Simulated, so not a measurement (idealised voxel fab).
Herein follows the process module entitled voxel air gaps.
Square cells of 5 nm make up the cross-section cut, whose width is 270 nm.
Format of a cross-section: grid, square cells. Given as bands. Order: top down. Band: one or more rows of cells.
Quick guide to a band line: top height, bottom height (nm) up front; then every material left to right with its width in nm. Only one material and it's marked "everywhere"? Then it fills the band edge to edge. And "blank" just means empty space.
For the purposes of this specification, 0 denotes the height below which the wafer in its as-received condition is composed wholly of one material, and the lowermost band, lacking a lower limit, extends downward without end, as expressed in "0 nm and below".
A width given as "30 to 40" starts at the first number in the band's top row and ends at the second number in its bottom row, shifting by an equal amount at every step from row to row.
"remained unchanged" for a step: no cell of the cross-section changed in that step.
Under "Enclosed internal voids" you'll find the enclosed gaps, the ones with no way out to the top, that are 8 cells or bigger; each reads width x height at distance, with distance counted from the left edge, everything in nm.
Past the settings on a step's line: simulator remark, on that step.
You can add "overlay nm" to a step's line. For a step with a mask, it describes how far the mask lay to the right of its planned position, and a negative number describes a lay to the left.

### The planned process steps are enumerated hereunder
1 RECEIVE: material Si
2 CONFORMAL_DEP: material SiO2, thk nm 10
3 CONFORMAL_DEP: material SiN, thk nm 5
4 DIRECTIONAL_DEP: material SiO2, thk nm 35
5 MASKED_ETCH: tone open, mask id LINES, width nm 20, pitch nm 45, etch materials SiO2, depth nm 35, overlay nm 0
6 CONFORMAL_DEP: material TiN, thk nm 5
7 FILL_DEP: material W, thk nm 5
8 CMP: height nm 50
9 EPI: material Ru, thk nm 10
10 SELECTIVE_ETCH: etch materials SiO2, depth nm 45
11 CONFORMAL_DEP: material SiCN, thk nm 5

### Run as planned: first of two wafers

### Incoming wafer, cross-sectional view, post step 1
* 0 nm and below: Si everywhere
* Enclosed internal voids: none

### You're looking at a cross-section of the wafer after step 2
* 10 nm to 0 nm: SiO2 everywhere
* Heights below 0 show no change.

### You're looking at a cross-section of the wafer after step 3
* 15 nm to 10 nm: SiN everywhere
* Heights below 10 show no change.

### You're looking at a cross-section of the wafer after step 4
* 50 nm to 15 nm: SiO2 everywhere
* Heights below 15 show no change.

### You're looking at a cross-section of the wafer after step 5
* 50 nm to 15 nm: SiO2 55 nm / blank 20 nm / SiO2 25 nm / blank 20 nm / SiO2 25 nm / blank 20 nm / SiO2 25 nm / blank 20 nm / SiO2 60 nm
* Heights below 15 show no change.

### You're looking at a cross-section of the wafer after step 6
* 55 nm to 50 nm: TiN 60 nm / blank 10 nm / TiN 35 nm / blank 10 nm / TiN 35 nm / blank 10 nm / TiN 35 nm / blank 10 nm / TiN 65 nm
* 50 nm to 20 nm: SiO2 55 nm / TiN 5 nm / blank 10 nm / TiN 5 nm / SiO2 25 nm / TiN 5 nm / blank 10 nm / TiN 5 nm / SiO2 25 nm / TiN 5 nm / blank 10 nm / TiN 5 nm / SiO2 25 nm / TiN 5 nm / blank 10 nm / TiN 5 nm / SiO2 60 nm
* 20 nm to 15 nm: SiO2 55 nm / TiN 20 nm / SiO2 25 nm / TiN 20 nm / SiO2 25 nm / TiN 20 nm / SiO2 25 nm / TiN 20 nm / SiO2 60 nm
* Heights below 15 show no change.

### You're looking at a cross-section of the wafer after step 7
* 60 nm to 55 nm: W everywhere
* 55 nm to 50 nm: TiN 60 nm / W 10 nm / TiN 35 nm / W 10 nm / TiN 35 nm / W 10 nm / TiN 35 nm / W 10 nm / TiN 65 nm
* 50 nm to 20 nm: SiO2 55 nm / TiN 5 nm / W 10 nm / TiN 5 nm / SiO2 25 nm / TiN 5 nm / W 10 nm / TiN 5 nm / SiO2 25 nm / TiN 5 nm / W 10 nm / TiN 5 nm / SiO2 25 nm / TiN 5 nm / W 10 nm / TiN 5 nm / SiO2 60 nm
* Heights below 20 show no change.

### You're looking at a cross-section of the wafer after step 8
* 50 nm to 20 nm: SiO2 55 nm / TiN 5 nm / W 10 nm / TiN 5 nm / SiO2 25 nm / TiN 5 nm / W 10 nm / TiN 5 nm / SiO2 25 nm / TiN 5 nm / W 10 nm / TiN 5 nm / SiO2 25 nm / TiN 5 nm / W 10 nm / TiN 5 nm / SiO2 60 nm
* Heights below 20 show no change.

### You're looking at a cross-section of the wafer after step 9
* 60 nm to 50 nm: blank 45 nm / Ru 40 nm / blank 5 nm / Ru 40 nm / blank 5 nm / Ru 40 nm / blank 5 nm / Ru 40 nm / blank 50 nm
* Heights below 50 show no change.

### You're looking at a cross-section of the wafer after step 10
* 60 nm to 50 nm: blank 45 nm / Ru 40 nm / blank 5 nm / Ru 40 nm / blank 5 nm / Ru 40 nm / blank 5 nm / Ru 40 nm / blank 50 nm
* 50 nm to 20 nm: blank 55 nm / TiN 5 nm / W 10 nm / TiN 5 nm / blank 25 nm / TiN 5 nm / W 10 nm / TiN 5 nm / blank 25 nm / TiN 5 nm / W 10 nm / TiN 5 nm / blank 25 nm / TiN 5 nm / W 10 nm / TiN 5 nm / blank 60 nm
* 20 nm to 15 nm: blank 55 nm / TiN 20 nm / blank 25 nm / TiN 20 nm / blank 25 nm / TiN 20 nm / blank 25 nm / TiN 20 nm / blank 60 nm
* Heights below 15 show no change.

### You're looking at a cross-section of the wafer after step 11
* 65 nm to 60 nm: blank 40 nm / SiCN 185 nm / blank 45 nm
* 60 nm to 50 nm: blank 40 nm / SiCN 5 nm / Ru 40 nm / SiCN 5 nm / Ru 40 nm / SiCN 5 nm / Ru 40 nm / SiCN 5 nm / Ru 40 nm / SiCN 5 nm / blank 45 nm
* 50 nm to 45 nm: blank 40 nm / SiCN 15 nm / TiN 5 nm / W 10 nm / TiN 5 nm / SiCN 25 nm / TiN 5 nm / W 10 nm / TiN 5 nm / SiCN 25 nm / TiN 5 nm / W 10 nm / TiN 5 nm / SiCN 25 nm / TiN 5 nm / W 10 nm / TiN 5 nm / SiCN 15 nm / blank 45 nm
* 45 nm to 20 nm: blank 50 nm / SiCN 5 nm / TiN 5 nm / W 10 nm / TiN 5 nm / SiCN 5 nm / blank 15 nm / SiCN 5 nm / TiN 5 nm / W 10 nm / TiN 5 nm / SiCN 5 nm / blank 15 nm / SiCN 5 nm / TiN 5 nm / W 10 nm / TiN 5 nm / SiCN 5 nm / blank 15 nm / SiCN 5 nm / TiN 5 nm / W 10 nm / TiN 5 nm / SiCN 5 nm / blank 55 nm
* 20 nm to 15 nm: SiCN 55 nm / TiN 20 nm / SiCN 25 nm / TiN 20 nm / SiCN 25 nm / TiN 20 nm / SiCN 25 nm / TiN 20 nm / SiCN 60 nm
* Heights below 15 show no change.
* Enclosed internal voids: 15 x 25 at 80; 15 x 25 at 125; 15 x 25 at 170

### What follows concerns the second wafer, which started out like the first and was meant to follow the very same plan; one mistake crept in when it was run, but everything up to and including step 4 is the same as for the first wafer

### Second wafer cross-section, taken as of the time the plan sets for step 5 to be done
* 50 nm to 15 nm: SiO2 45 nm / blank 20 nm / SiO2 25 nm / blank 20 nm / SiO2 25 nm / blank 20 nm / SiO2 25 nm / blank 20 nm / SiO2 70 nm
* Heights below 15 show no change.

### Second wafer cross-section, taken as of the time the plan sets for step 6 to be done
* 55 nm to 50 nm: TiN 50 nm / blank 10 nm / TiN 35 nm / blank 10 nm / TiN 35 nm / blank 10 nm / TiN 35 nm / blank 10 nm / TiN 75 nm
* 50 nm to 20 nm: SiO2 45 nm / TiN 5 nm / blank 10 nm / TiN 5 nm / SiO2 25 nm / TiN 5 nm / blank 10 nm / TiN 5 nm / SiO2 25 nm / TiN 5 nm / blank 10 nm / TiN 5 nm / SiO2 25 nm / TiN 5 nm / blank 10 nm / TiN 5 nm / SiO2 70 nm
* 20 nm to 15 nm: SiO2 45 nm / TiN 20 nm / SiO2 25 nm / TiN 20 nm / SiO2 25 nm / TiN 20 nm / SiO2 25 nm / TiN 20 nm / SiO2 70 nm
* Heights below 15 show no change.

### Second wafer cross-section, taken as of the time the plan sets for step 7 to be done
* 60 nm to 55 nm: W everywhere
* 55 nm to 50 nm: TiN 50 nm / W 10 nm / TiN 35 nm / W 10 nm / TiN 35 nm / W 10 nm / TiN 35 nm / W 10 nm / TiN 75 nm
* 50 nm to 20 nm: SiO2 45 nm / TiN 5 nm / W 10 nm / TiN 5 nm / SiO2 25 nm / TiN 5 nm / W 10 nm / TiN 5 nm / SiO2 25 nm / TiN 5 nm / W 10 nm / TiN 5 nm / SiO2 25 nm / TiN 5 nm / W 10 nm / TiN 5 nm / SiO2 70 nm
* Heights below 20 show no change.

### Second wafer cross-section, taken as of the time the plan sets for step 8 to be done
* 50 nm to 20 nm: SiO2 45 nm / TiN 5 nm / W 10 nm / TiN 5 nm / SiO2 25 nm / TiN 5 nm / W 10 nm / TiN 5 nm / SiO2 25 nm / TiN 5 nm / W 10 nm / TiN 5 nm / SiO2 25 nm / TiN 5 nm / W 10 nm / TiN 5 nm / SiO2 70 nm
* Heights below 20 show no change.

### Second wafer cross-section, taken as of the time the plan sets for step 9 to be done
* 60 nm to 50 nm: blank 35 nm / Ru 40 nm / blank 5 nm / Ru 40 nm / blank 5 nm / Ru 40 nm / blank 5 nm / Ru 40 nm / blank 60 nm
* Heights below 50 show no change.

### Second wafer cross-section, taken as of the time the plan sets for step 10 to be done
* 60 nm to 50 nm: blank 35 nm / Ru 40 nm / blank 5 nm / Ru 40 nm / blank 5 nm / Ru 40 nm / blank 5 nm / Ru 40 nm / blank 60 nm
* 50 nm to 20 nm: blank 45 nm / TiN 5 nm / W 10 nm / TiN 5 nm / blank 25 nm / TiN 5 nm / W 10 nm / TiN 5 nm / blank 25 nm / TiN 5 nm / W 10 nm / TiN 5 nm / blank 25 nm / TiN 5 nm / W 10 nm / TiN 5 nm / blank 70 nm
* 20 nm to 15 nm: blank 45 nm / TiN 20 nm / blank 25 nm / TiN 20 nm / blank 25 nm / TiN 20 nm / blank 25 nm / TiN 20 nm / blank 70 nm
* Heights below 15 show no change.

### Second wafer cross-section, taken as of the time the plan sets for step 11 to be done
* 65 nm to 60 nm: blank 30 nm / SiCN 185 nm / blank 55 nm
* 60 nm to 50 nm: blank 30 nm / SiCN 5 nm / Ru 40 nm / SiCN 5 nm / Ru 40 nm / SiCN 5 nm / Ru 40 nm / SiCN 5 nm / Ru 40 nm / SiCN 5 nm / blank 55 nm
* 50 nm to 45 nm: blank 30 nm / SiCN 15 nm / TiN 5 nm / W 10 nm / TiN 5 nm / SiCN 25 nm / TiN 5 nm / W 10 nm / TiN 5 nm / SiCN 25 nm / TiN 5 nm / W 10 nm / TiN 5 nm / SiCN 25 nm / TiN 5 nm / W 10 nm / TiN 5 nm / SiCN 15 nm / blank 55 nm
* 45 nm to 20 nm: blank 40 nm / SiCN 5 nm / TiN 5 nm / W 10 nm / TiN 5 nm / SiCN 5 nm / blank 15 nm / SiCN 5 nm / TiN 5 nm / W 10 nm / TiN 5 nm / SiCN 5 nm / blank 15 nm / SiCN 5 nm / TiN 5 nm / W 10 nm / TiN 5 nm / SiCN 5 nm / blank 15 nm / SiCN 5 nm / TiN 5 nm / W 10 nm / TiN 5 nm / SiCN 5 nm / blank 65 nm
* 20 nm to 15 nm: SiCN 45 nm / TiN 20 nm / SiCN 25 nm / TiN 20 nm / SiCN 25 nm / TiN 20 nm / SiCN 25 nm / TiN 20 nm / SiCN 70 nm
* Heights below 15 show no change.
* Enclosed internal voids: 15 x 25 at 70; 15 x 25 at 115; 15 x 25 at 160
Where did the run depart from the plan? off-plan run, step 5, actual operation and settings MASKED_ETCH: tone open, mask id LINES, width nm 20, pitch nm 45, etch materials SiO2, depth nm 35, overlay nm -10
Upon completion, the cell count for each material on the second wafer equals that on the first, whereas the spatial distribution of those cells differs.
